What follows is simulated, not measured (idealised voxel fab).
The process module presented herein is designated voxel transistor to metal.
FYI the section here is cut, 205 nm wide, cells are 5 nm squares.
Think of the cross-section as a grid of square cells. We describe it in bands, top to bottom, and each band covers one or more rows of those cells. This entry defines a band. It first specifies the height of the band's top and the height of its bottom in nm, and then specifies the band's materials from left to right, stating each material with its width in nm. The word "everywhere" identifies a single material that fills the band from edge to edge, while the word "air" identifies empty space. Heads up on the height convention: 0 is the point under which the incoming wafer is all one material, and the lowest band has no bottom, it just keeps going down, like "top 0, no bottom". The width entry "30 to 40" should be interpreted row by row: the top row of cells in the band takes the first number, the bottom row takes the second number, and the change between adjacent rows is uniform throughout. For the purposes of this document, the phrase "remains unaltered" attached to a step denotes that no cell within the cross-section was modified by that step. This entry, "Unvented cavities", enumerates those empty regions of no fewer than 8 cells that possess no open connection to the top. Each region is reported in the form width x height at distance, the distance being taken from the left edge, with all three quantities expressed in nm. after a step's settings: what the simulator itself notes on the step. overlay nm: where the mask lay relative to plan, measured to the right, on steps with a mask; negatives go left.

**Planned process steps**
- 1: RECEIVE,material Si
- 2: CONFORMAL_DEP,material SiO2,thk nm 5
- 3: CONFORMAL_DEP,material SiN,thk nm 15
- 4: MASKED_ETCH,tone cover,mask id ACTIVE,width nm 115,etch materials SiN,depth nm 15,overlay nm 0
- 5: MASKED_ETCH,tone cover,mask id ACTIVE,width nm 115,etch materials SiO2,depth nm 5,overlay nm 0
- 6: MASKED_ETCH,tone cover,mask id ACTIVE,width nm 115,etch materials Si,depth nm 30,overlay nm 0
- 7: OXIDIZE,depth nm 5
- 8: FILL_DEP,material SiO2,thk nm 15
- 9: CMP,height nm 20
- 10: SELECTIVE_ETCH,etch materials SiO2,depth nm 5
- 11: STRIP,etch materials SiN
- 12: SELECTIVE_ETCH,etch materials SiO2,depth nm 5
- 13: OXIDIZE,depth nm 5
- 14: DIRECTIONAL_DEP,material polySi,thk nm 30
- 15: DIRECTIONAL_DEP,material SiCN,thk nm 10
- 16: MASKED_ETCH,tone cover,mask id GATE,width nm 25,etch materials SiCN,depth nm 20,overlay nm 0
- 17: MASKED_ETCH,tone cover,mask id GATE,width nm 25,etch materials polySi,depth nm 40,overlay nm 0
- 18: CONFORMAL_DEP,material SiN,thk nm 10
- 19: DIRECTIONAL_ETCH,etch materials SiN,depth nm 10
- 20: DIRECTIONAL_ETCH,etch materials SiO2,depth nm 5
- 21: DIRECTIONAL_ETCH,etch materials Si,depth nm 5
- 22: EPI,material SiGe,thk nm 5
- 23: FILL_DEP,material SiO2,thk nm 5
- 24: CMP,height nm 40
- 25: DIRECTIONAL_DEP,material SiO2,thk nm 15
- 26: DIRECTIONAL_DEP,material aC,thk nm 10
- 27: PATTERN,tone open,mask id CONTACT,material resist,width nm 20,pitch nm 85,thk nm 30,overlay nm 0
- 28: DIRECTIONAL_ETCH,etch materials aC,depth nm 10
- 29: STRIP,etch materials resist
- 30: DIRECTIONAL_ETCH,etch materials SiO2,depth nm 60
- 31: STRIP,etch materials aC
- 32: CONFORMAL_DEP,material TiN,thk nm 5
- 33: FILL_DEP,material W,thk nm 5
- 34: CMP,height nm 55
- 35: DIRECTIONAL_DEP,material TiN,thk nm 5
- 36: DIRECTIONAL_DEP,material W,thk nm 25
- 37: MASKED_ETCH,tone cover,mask id METAL_1,width nm 20,pitch nm 85,etch materials W,depth nm 25,overlay nm 0
- 38: MASKED_ETCH,tone cover,mask id METAL_1,width nm 20,pitch nm 85,etch materials TiN,depth nm 5,overlay nm 0
- 39: FILL_DEP,material lowk,thk nm 10
- 40: CMP,height nm 85
- 41: CONFORMAL_DEP,material SiCN,thk nm 5
- 42: DIRECTIONAL_DEP,material SiO2,thk nm 25
- 43: DIRECTIONAL_DEP,material aC,thk nm 15
- 44: PATTERN,tone open,mask id METAL_2,material resist,width nm 20,pitch nm 85,thk nm 30,overlay nm 0
- 45: DIRECTIONAL_ETCH,etch materials aC,depth nm 15
- 46: STRIP,etch materials resist
- 47: DIRECTIONAL_ETCH,etch materials SiO2,depth nm 15
- 48: STRIP,etch materials aC
- 49: DIRECTIONAL_DEP,material aC,thk nm 15
- 50: PATTERN,tone open,mask id METAL_2_HOLES,material resist,width nm 15,pitch nm 85,thk nm 30,overlay nm 0
- 51: DIRECTIONAL_ETCH,etch materials aC,depth nm 15
- 52: STRIP,etch materials resist
- 53: DIRECTIONAL_ETCH,etch materials SiO2,depth nm 10
- 54: DIRECTIONAL_ETCH,etch materials SiCN,depth nm 5
- 55: STRIP,etch materials aC
- 56: CONFORMAL_DEP,material TiN,thk nm 5
- 57: FILL_DEP,material Ru,thk nm 10
- 58: CMP,height nm 115
- 59: CONFORMAL_DEP,material SiCN,thk nm 5

**Cross-section of the incoming wafer, state after step 1**
> top 0, no bottom  Si everywhere
> Unvented cavities: none

**Cross-section taken at module completion on the first of two wafers; processed per the plan**
> top 120, bottom 115  SiCN everywhere
> top 115, bottom 105  SiO2 50 nm; TiN 5 nm; Ru 10 nm; TiN 5 nm; SiO2 65 nm; TiN 5 nm; Ru 10 nm; TiN 5 nm; SiO2 50 nm
> top 105, bottom 100  SiO2 50 nm; TiN 5 nm; Ru 5 nm; TiN 10 nm; SiO2 65 nm; TiN 5 nm; Ru 5 nm; TiN 10 nm; SiO2 50 nm
> top 100, bottom 90  SiO2 50 nm; TiN 5 nm; Ru 5 nm; TiN 5 nm; SiO2 70 nm; TiN 5 nm; Ru 5 nm; TiN 5 nm; SiO2 55 nm
> top 90, bottom 85  SiCN 50 nm; TiN 15 nm; SiCN 70 nm; TiN 15 nm; SiCN 55 nm
> top 85, bottom 60  lowk 50 nm; W 20 nm; lowk 65 nm; W 20 nm; lowk 50 nm
> top 60, bottom 55  lowk 50 nm; TiN 20 nm; lowk 65 nm; TiN 20 nm; lowk 50 nm
> top 55, bottom 40  SiO2 50 nm; TiN 5 nm; W 10 nm; TiN 5 nm; SiO2 65 nm; TiN 5 nm; W 10 nm; TiN 5 nm; SiO2 50 nm
> top 40, bottom 30  SiO2 50 nm; TiN 5 nm; W 10 nm; TiN 5 nm; SiO2 10 nm; SiN 10 nm; SiCN 25 nm; SiN 10 nm; SiO2 10 nm; TiN 5 nm; W 10 nm; TiN 5 nm; SiO2 50 nm
> top 30, bottom 10  SiO2 50 nm; TiN 5 nm; W 10 nm; TiN 5 nm; SiO2 10 nm; SiN 10 nm; polySi 25 nm; SiN 10 nm; SiO2 10 nm; TiN 5 nm; W 10 nm; TiN 5 nm; SiO2 50 nm
> top 10, bottom 0  SiO2 40 nm; SiN 10 nm; TiN 5 nm; W 10 nm; TiN 5 nm; SiO2 10 nm; SiN 10 nm; polySi 25 nm; SiN 10 nm; SiO2 10 nm; TiN 5 nm; W 10 nm; TiN 5 nm; SiN 10 nm; SiO2 40 nm
> top 0, bottom -5  SiO2 50 nm; TiN 20 nm; SiO2 5 nm; SiGe 5 nm; SiO2 45 nm; SiGe 5 nm; SiO2 5 nm; TiN 20 nm; SiO2 50 nm
> top -5, bottom -10  SiO2 50 nm; SiGe 30 nm; Si 45 nm; SiGe 30 nm; SiO2 50 nm
> top -10, bottom -35  SiO2 50 nm; Si 105 nm; SiO2 50 nm
> top -35, no bottom  Si everywhere
> Unvented cavities: none

**Cross-sectional view of the second of two wafers upon completion of the module. This wafer shared its starting condition and process plan with the first; one error was made during its execution**
> top 120, bottom 115  SiCN everywhere
> top 115, bottom 105  SiO2 50 nm; TiN 5 nm; Ru 10 nm; TiN 5 nm; SiO2 65 nm; TiN 5 nm; Ru 10 nm; TiN 5 nm; SiO2 50 nm
> top 105, bottom 100  SiO2 50 nm; TiN 5 nm; Ru 5 nm; TiN 10 nm; SiO2 65 nm; TiN 5 nm; Ru 5 nm; TiN 10 nm; SiO2 50 nm
> top 100, bottom 90  SiO2 50 nm; TiN 5 nm; Ru 5 nm; TiN 5 nm; SiO2 70 nm; TiN 5 nm; Ru 5 nm; TiN 5 nm; SiO2 55 nm
> top 90, bottom 85  SiCN 50 nm; TiN 15 nm; SiCN 70 nm; TiN 15 nm; SiCN 55 nm
> top 85, bottom 60  lowk 50 nm; W 20 nm; lowk 65 nm; W 20 nm; lowk 50 nm
> top 60, bottom 55  lowk 50 nm; TiN 20 nm; lowk 65 nm; TiN 20 nm; lowk 50 nm
> top 55, bottom 40  SiO2 50 nm; TiN 5 nm; W 10 nm; TiN 5 nm; SiO2 65 nm; TiN 5 nm; W 10 nm; TiN 5 nm; SiO2 50 nm
> top 40, bottom 30  SiO2 50 nm; TiN 5 nm; W 10 nm; TiN 5 nm; SiO2 10 nm; SiN 10 nm; SiCN 25 nm; SiN 10 nm; SiO2 10 nm; TiN 5 nm; W 10 nm; TiN 5 nm; SiO2 50 nm
> top 30, bottom 15  SiO2 50 nm; TiN 5 nm; W 10 nm; TiN 5 nm; SiO2 10 nm; SiN 10 nm; polySi 25 nm; SiN 10 nm; SiO2 10 nm; TiN 5 nm; W 10 nm; TiN 5 nm; SiO2 50 nm
> top 15, bottom 10  SiO2 50 nm; TiN 10 nm; W 5 nm; TiN 5 nm; SiO2 10 nm; SiN 10 nm; polySi 25 nm; SiN 10 nm; SiO2 10 nm; TiN 5 nm; W 10 nm; TiN 5 nm; SiO2 50 nm
> top 10, bottom 5  SiO2 45 nm; SiN 10 nm; TiN 5 nm; W 5 nm; TiN 5 nm; SiO2 10 nm; SiN 10 nm; polySi 25 nm; SiN 10 nm; SiO2 10 nm; TiN 5 nm; W 10 nm; TiN 5 nm; SiN 10 nm; SiO2 40 nm
> top 5, bottom 0  SiO2 45 nm; SiN 10 nm; TiN 15 nm; SiO2 10 nm; SiN 10 nm; polySi 25 nm; SiN 10 nm; SiO2 10 nm; TiN 5 nm; W 10 nm; TiN 5 nm; SiN 10 nm; SiO2 40 nm
> top 0, bottom -5  SiO2 55 nm; SiGe 5 nm; TiN 10 nm; SiO2 5 nm; SiGe 5 nm; SiO2 45 nm; SiGe 5 nm; SiO2 5 nm; TiN 20 nm; SiO2 50 nm
> top -5, bottom -10  SiO2 50 nm; Si 5 nm; SiGe 25 nm; Si 45 nm; SiGe 30 nm; SiO2 50 nm
> top -10, bottom -35  SiO2 50 nm; Si 105 nm; SiO2 50 nm
> top -35, no bottom  Si everywhere
> Unvented cavities: none
So what did we get wrong on this run? step 4 was processed under conditions differing from the plan, specifically as MASKED_ETCH,tone cover,mask id ACTIVE,width nm 110,etch materials SiN,depth nm 15,overlay nm 0
End check, counted in cells, second wafer has more or fewer of these materials than the first: Si: 1 more; SiO2: 3 more; W: 4 fewer
